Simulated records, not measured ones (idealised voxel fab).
process module | voxel transistor to metal
cross-section cut | 170 nm wide | cells 5 nm
A cross-section is a grid of square cells, given in bands from the top down. A band is one or more rows of cells.
Each band's line starts with the height of the band's top and of its bottom, in nm. Then come its materials from left to right, each with its width in nm. One material with "throughout" fills the band from edge to edge. "air" is empty space.
Height 0 is the level under which the wafer as received is all one material. The lowest band goes on downwards, as in "0 down".
A width such as "30 to 40" changes by the same amount from each row of cells to the next, from the band's top row to its bottom row.
"no change" after a step means that no cell of the cross-section changed.
closed voids: empty space of 8 cells or more with no open way to the top, each as width x height at its distance from the left edge, in nm
after a step's settings: what the simulator itself notes on the step
overlay nm, on a step with a mask: how far to the right of its planned place the mask lay; to the left if negative
plan
1 op RECEIVE | material Si
2 op OXIDIZE | depth nm 5
3 op CONFORMAL_DEP | material SiN | thk nm 10
4 op DIRECTIONAL_DEP | material aC | thk nm 10
5 op PATTERN | tone cover | mask id ACTIVE | material resist | width nm 105 | thk nm 25 | overlay nm 0
6 op DIRECTIONAL_ETCH | etch materials aC | depth nm 10
7 op STRIP | etch materials resist
8 op DIRECTIONAL_ETCH | etch materials SiN | depth nm 10
9 op DIRECTIONAL_ETCH | etch materials SiO2 | depth nm 5
10 op DIRECTIONAL_ETCH | etch materials Si | depth nm 20
11 op STRIP | etch materials aC
12 op FILL_DEP | material SiO2 | thk nm 10
13 op CMP | height nm 10
14 op SELECTIVE_ETCH | etch materials SiO2 | depth nm 10
15 op STRIP | etch materials SiN
16 op SELECTIVE_ETCH | etch materials SiO2 | depth nm 5
17 op OXIDIZE | depth nm 5
18 op DIRECTIONAL_DEP | material polySi | thk nm 25
19 op DIRECTIONAL_DEP | material SiCN | thk nm 10
20 op MASKED_ETCH | tone cover | mask id GATE | width nm 15 | etch materials SiCN | depth nm 20 | overlay nm 0
21 op MASKED_ETCH | tone cover | mask id GATE | width nm 15 | etch materials polySi | depth nm 35 | overlay nm 0
22 op CONFORMAL_DEP | material SiN | thk nm 10
23 op DIRECTIONAL_ETCH | etch materials SiN | depth nm 10
24 op DIRECTIONAL_ETCH | etch materials SiO2 | depth nm 5
25 op DIRECTIONAL_ETCH | etch materials Si | depth nm 10
26 op EPI | material pSi | thk nm 10
27 op FILL_DEP | material SiO2 | thk nm 5
28 op CMP | height nm 30
29 op DIRECTIONAL_DEP | material SiO2 | thk nm 10
30 op MASKED_ETCH | tone open | mask id CONTACT | width nm 30 | pitch nm 55 | etch materials SiO2 | depth nm 50 | overlay nm 0
31 op CONFORMAL_DEP | material TiN | thk nm 5
32 op FILL_DEP | material Ru | thk nm 5
33 op CMP | height nm 40
34 op DIRECTIONAL_DEP | material TiN | thk nm 5
35 op DIRECTIONAL_DEP | material W | thk nm 15
36 op MASKED_ETCH | tone cover | mask id METAL_1 | width nm 20 | pitch nm 65 | etch materials W | depth nm 15 | overlay nm 0
37 op MASKED_ETCH | tone cover | mask id METAL_1 | width nm 20 | pitch nm 65 | etch materials TiN | depth nm 5 | overlay nm 0
38 op FILL_DEP | material SiO2 | thk nm 10
39 op CMP | height nm 60
40 op CONFORMAL_DEP | material SiCN | thk nm 5
first wafer, as planned
as received, after step 1
  0 down: Si throughout
  closed voids: none
after step 2
  0 to -5: SiO2 throughout
  below -5: unchanged
after step 3
  10 to 0: SiN throughout
  below 0: unchanged
after step 4
  20 to 10: aC throughout
  below 10: unchanged
after step 5
  45 to 20: air 30 | resist 105 | air 35
  below 20: unchanged
after step 6
  35 to 20: air 30 | resist 105 | air 35
  20 to 10: air 30 | aC 105 | air 35
  below 10: unchanged
after step 7
  20 to 10: air 30 | aC 105 | air 35
  below 10: unchanged
after step 8
  20 to 10: air 30 | aC 105 | air 35
  10 to 0: air 30 | SiN 105 | air 35
  below 0: unchanged
after step 9
  20 to 10: air 30 | aC 105 | air 35
  10 to 0: air 30 | SiN 105 | air 35
  0 to -5: air 30 | SiO2 105 | air 35
  below -5: unchanged
after step 10
  20 to 10: air 30 | aC 105 | air 35
  10 to 0: air 30 | SiN 105 | air 35
  0 to -5: air 30 | SiO2 105 | air 35
  -5 to -25: air 30 | Si 105 | air 35
  below -25: unchanged
after step 11
  10 to 0: air 30 | SiN 105 | air 35
  below 0: unchanged
after step 12
  20 to 10: SiO2 throughout
  10 to 0: SiO2 30 | SiN 105 | SiO2 35
  0 to -5: SiO2 throughout
  -5 to -25: SiO2 30 | Si 105 | SiO2 35
  below -25: unchanged
after step 13
  10 to 0: SiO2 30 | SiN 105 | SiO2 35
  below 0: unchanged
after step 14
  10 to 0: air 30 | SiN 105 | air 35
  below 0: unchanged
after step 15
  0 to -5: SiO2 throughout
  below -5: unchanged
after step 16
  -5 to -25: SiO2 30 | Si 105 | SiO2 35
  below -25: unchanged
after step 17
  -5 to -10: SiO2 throughout
  below -10: unchanged
after step 18
  20 to -5: polySi throughout
  below -5: unchanged
after step 19
  30 to 20: SiCN throughout
  below 20: unchanged
after step 20
  30 to 20: air 75 | SiCN 15 | air 80
  below 20: unchanged
after step 21
  30 to 20: air 75 | SiCN 15 | air 80
  20 to -5: air 75 | polySi 15 | air 80
  below -5: unchanged
after step 22
  40 to 30: air 65 | SiN 35 | air 70
  30 to 20: air 65 | SiN 10 | SiCN 15 | SiN 10 | air 70
  20 to 5: air 65 | SiN 10 | polySi 15 | SiN 10 | air 70
  5 to -5: SiN 75 | polySi 15 | SiN 80
  below -5: unchanged
after step 23
  30 to 20: air 65 | SiN 10 | SiCN 15 | SiN 10 | air 70
  20 to -5: air 65 | SiN 10 | polySi 15 | SiN 10 | air 70
  below -5: unchanged
after step 24
  30 to 20: air 65 | SiN 10 | SiCN 15 | SiN 10 | air 70
  20 to -5: air 65 | SiN 10 | polySi 15 | SiN 10 | air 70
  -5 to -10: air 65 | SiO2 35 | air 70
  below -10: unchanged
after step 25
  30 to 20: air 65 | SiN 10 | SiCN 15 | SiN 10 | air 70
  20 to -5: air 65 | SiN 10 | polySi 15 | SiN 10 | air 70
  -5 to -10: air 65 | SiO2 35 | air 70
  -10 to -20: SiO2 30 | air 35 | Si 35 | air 35 | SiO2 35
  below -20: unchanged
after step 26
  30 to 20: air 65 | SiN 10 | SiCN 15 | SiN 10 | air 70
  20 to 0: air 65 | SiN 10 | polySi 15 | SiN 10 | air 70
  0 to -5: air 55 | pSi 10 | SiN 10 | polySi 15 | SiN 10 | pSi 10 | air 60
  -5 to -10: air 55 | pSi 10 | SiO2 35 | pSi 10 | air 60
  -10 to -20: SiO2 30 | pSi 35 | Si 35 | pSi 35 | SiO2 35
  below -20: unchanged
after step 27
  35 to 30: SiO2 throughout
  30 to 20: SiO2 65 | SiN 10 | SiCN 15 | SiN 10 | SiO2 70
  20 to 0: SiO2 65 | SiN 10 | polySi 15 | SiN 10 | SiO2 70
  0 to -5: SiO2 55 | pSi 10 | SiN 10 | polySi 15 | SiN 10 | pSi 10 | SiO2 60
  -5 to -10: SiO2 55 | pSi 10 | SiO2 35 | pSi 10 | SiO2 60
  below -10: unchanged
after step 28
  30 to 20: SiO2 65 | SiN 10 | SiCN 15 | SiN 10 | SiO2 70
  below 20: unchanged
after step 29
  40 to 30: SiO2 throughout
  below 30: unchanged
after step 30
  40 to 30: SiO2 40 | air 30 | SiO2 25 | air 30 | SiO2 45
  30 to 20: SiO2 40 | air 25 | SiN 10 | SiCN 15 | SiN 10 | air 25 | SiO2 45
  20 to 0: SiO2 40 | air 25 | SiN 10 | polySi 15 | SiN 10 | air 25 | SiO2 45
  0 to -5: SiO2 40 | air 15 | pSi 10 | SiN 10 | polySi 15 | SiN 10 | pSi 10 | air 15 | SiO2 45
  -5 to -10: SiO2 40 | air 15 | pSi 10 | SiO2 35 | pSi 10 | air 15 | SiO2 45
  below -10: unchanged
after step 31
  45 to 40: TiN 45 | air 20 | TiN 35 | air 20 | TiN 50
  40 to 30: SiO2 40 | TiN 5 | air 20 to 15 | TiN 5 to 10 | SiO2 25 | TiN 5 to 10 | air 20 to 15 | TiN 5 | SiO2 45
  30 to 20: SiO2 40 | TiN 5 | air 15 | TiN 5 | SiN 10 | SiCN 15 | SiN 10 | TiN 5 | air 15 | TiN 5 | SiO2 45
  20 to 5: SiO2 40 | TiN 5 | air 15 | TiN 5 | SiN 10 | polySi 15 | SiN 10 | TiN 5 | air 15 | TiN 5 | SiO2 45
  5 to 0: SiO2 40 | TiN 5 | air 5 | TiN 15 | SiN 10 | polySi 15 | SiN 10 | TiN 15 | air 5 | TiN 5 | SiO2 45
  0 to -5: SiO2 40 | TiN 5 | air 5 | TiN 5 | pSi 10 | SiN 10 | polySi 15 | SiN 10 | pSi 10 | TiN 5 | air 5 | TiN 5 | SiO2 45
  -5 to -10: SiO2 40 | TiN 15 | pSi 10 | SiO2 35 | pSi 10 | TiN 15 | SiO2 45
  below -10: unchanged
after step 32
  50 to 45: Ru throughout
  45 to 40: TiN 45 | Ru 20 | TiN 35 | Ru 20 | TiN 50
  40 to 30: SiO2 40 | TiN 5 | Ru 20 to 15 | TiN 5 to 10 | SiO2 25 | TiN 5 to 10 | Ru 20 to 15 | TiN 5 | SiO2 45
  30 to 20: SiO2 40 | TiN 5 | Ru 15 | TiN 5 | SiN 10 | SiCN 15 | SiN 10 | TiN 5 | Ru 15 | TiN 5 | SiO2 45
  20 to 5: SiO2 40 | TiN 5 | Ru 15 | TiN 5 | SiN 10 | polySi 15 | SiN 10 | TiN 5 | Ru 15 | TiN 5 | SiO2 45
  5 to 0: SiO2 40 | TiN 5 | Ru 5 | TiN 15 | SiN 10 | polySi 15 | SiN 10 | TiN 15 | Ru 5 | TiN 5 | SiO2 45
  0 to -5: SiO2 40 | TiN 5 | Ru 5 | TiN 5 | pSi 10 | SiN 10 | polySi 15 | SiN 10 | pSi 10 | TiN 5 | Ru 5 | TiN 5 | SiO2 45
  below -5: unchanged
after step 33
  40 to 30: SiO2 40 | TiN 5 | Ru 20 to 15 | TiN 5 to 10 | SiO2 25 | TiN 5 to 10 | Ru 20 to 15 | TiN 5 | SiO2 45
  below 30: unchanged
after step 34
  45 to 40: TiN throughout
  below 40: unchanged
after step 35
  60 to 45: W throughout
  below 45: unchanged
after step 36
  60 to 45: air 40 | W 20 | air 45 | W 20 | air 45
  below 45: unchanged
after step 37
  60 to 45: air 40 | W 20 | air 45 | W 20 | air 45
  45 to 40: air 40 | TiN 20 | air 45 | TiN 20 | air 45
  below 40: unchanged
after step 38
  70 to 60: SiO2 throughout
  60 to 45: SiO2 40 | W 20 | SiO2 45 | W 20 | SiO2 45
  45 to 40: SiO2 40 | TiN 20 | SiO2 45 | TiN 20 | SiO2 45
  below 40: unchanged
after step 39
  60 to 45: SiO2 40 | W 20 | SiO2 45 | W 20 | SiO2 45
  below 45: unchanged
after step 40
  65 to 60: SiCN throughout
  below 60: unchanged
second wafer: like start, like plan, one mistake. Through step 33 it matches the first wafer
when step 34 should have ended
  45 to 40: Ru throughout
  below 40: unchanged
when step 35 should have ended
  60 to 45: W throughout
  below 45: unchanged
when step 36 should have ended
  60 to 45: air 40 | W 20 | air 45 | W 20 | air 45
  below 45: unchanged
when step 37 should have ended: no change
when step 38 should have ended
  70 to 60: SiO2 throughout
  60 to 45: SiO2 40 | W 20 | SiO2 45 | W 20 | SiO2 45
  below 45: unchanged
when step 39 should have ended
  60 to 45: SiO2 40 | W 20 | SiO2 45 | W 20 | SiO2 45
  below 45: unchanged
when step 40 should have ended
  65 to 60: SiCN throughout
  below 60: unchanged
what went wrong: step 34 ran as: op DIRECTIONAL_DEP | material Ru | thk nm 5
at the end the second wafer has, in cells: 34 more of Ru | 26 fewer of SiO2 | 8 fewer of TiN
